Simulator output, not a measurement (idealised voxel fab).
Process module in this document: voxel ribs on slabs
Cross-section cut spans 170 nm and uses square cells 5 nm in size.
Heads up, the way a cross-section reads in here is a grid of square cells, handed over as bands from the top down, with every band being one or more rows of cells.
Read a band's entry like this: the first values are the height of its top and the height of its bottom in nm, and what follows is the sequence of materials from left to right, each with its width in nm. Note that "air" is empty space, and that a single material marked "full width" reaches across the band from edge to edge.
Height is counted from the level 0, under which the received wafer is composed throughout of one material. The lowest of the bands is not closed at the bottom but continues downward, in the notation "0..down".
Width spec "30->40" -> top row of cells at first value, bottom row at second value, equal per-row change in between.
Where a step carries "nothing changed", the cross-section came out of it unchanged, cell for cell.
Look at "Cavities, sealed" for the closed voids: empty spaces with no open path to the top, sized 8 cells or up. Each is width x height at distance, distance from the left edge, all nm.
The remark found on a step's line after its settings is issued by the simulator itself and pertains to that step.
The setting "overlay nm" may be written on the line of a step. When the step uses a mask, the value reports how far to the right of the planned place the mask lay, and a negative value reports that it lay to the left.

This section lists the process steps that were planned:
1: RECEIVE: material Si
2: DIRECTIONAL_DEP: material SiO2, thk nm 30
3: DIRECTIONAL_DEP: material polySi, thk nm 25
4: DIRECTIONAL_DEP: material aC, thk nm 10
5: PATTERN: tone cover, mask id RIB, material resist, width nm 25, thk nm 30, overlay nm 0
6: DIRECTIONAL_ETCH: etch materials aC, depth nm 10
7: STRIP: etch materials resist
8: DIRECTIONAL_ETCH: etch materials polySi, depth nm 10
9: STRIP: etch materials aC
10: MASKED_ETCH: tone cover, mask id SLAB, width nm 55, etch materials polySi, depth nm 15, overlay nm 0
11: FILL_DEP: material SiO2, thk nm 25
12: CMP: height nm 75
13: DIRECTIONAL_DEP: material W, thk nm 10
14: DIRECTIONAL_DEP: material aC, thk nm 15
15: PATTERN: tone cover, mask id HEATER, material resist, width nm 35, thk nm 30, overlay nm 0
16: DIRECTIONAL_ETCH: etch materials aC, depth nm 15
17: STRIP: etch materials resist
18: DIRECTIONAL_ETCH: etch materials W, depth nm 10
19: STRIP: etch materials aC
20: CONFORMAL_DEP: material SiO2, thk nm 5

The cross-section here shows the wafer as received, i.e. in its state after step 1:
    0..down | Si full width
    Cavities, sealed: none

First of two wafers at the end of the module, shown in cross-section; run carried out as planned:
    90..85 | air: 60 / SiO2: 45 / air: 65
    85..80 | air: 60 / SiO2: 5 / W: 35 / SiO2: 5 / air: 65
    80..75 | SiO2: 65 / W: 35 / SiO2: 70
    75..55 | SiO2 full width
    55..45 | SiO2: 70 / polySi: 25 / SiO2: 75
    45..30 | SiO2: 55 / polySi: 55 / SiO2: 60
    30..0 | SiO2 full width
    0..down | Si full width
    Cavities, sealed: none

Wafer two (of two), end-of-module cross-section: start = wafer one, plan = wafer one, one run mistake:
    90..85 | air: 60 / SiO2: 45 / air: 65
    85..80 | air: 60 / SiO2: 5 / W: 35 / SiO2: 5 / air: 65
    80..75 | SiO2: 65 / W: 35 / SiO2: 70
    75..55 | SiO2 full width
    55..45 | SiO2: 70 / polySi: 25 / SiO2: 75
    45..30 | SiO2: 60 / polySi: 45 / SiO2: 65
    30..0 | SiO2 full width
    0..down | Si full width
    Cavities, sealed: none
Processing error: step 10 deviated from plan and actually ran as MASKED_ETCH: tone cover, mask id SLAB, width nm 45, etch materials polySi, depth nm 15, overlay nm 0
at the end the second wafer has, in cells: 6 more of SiO2, 6 fewer of polySi
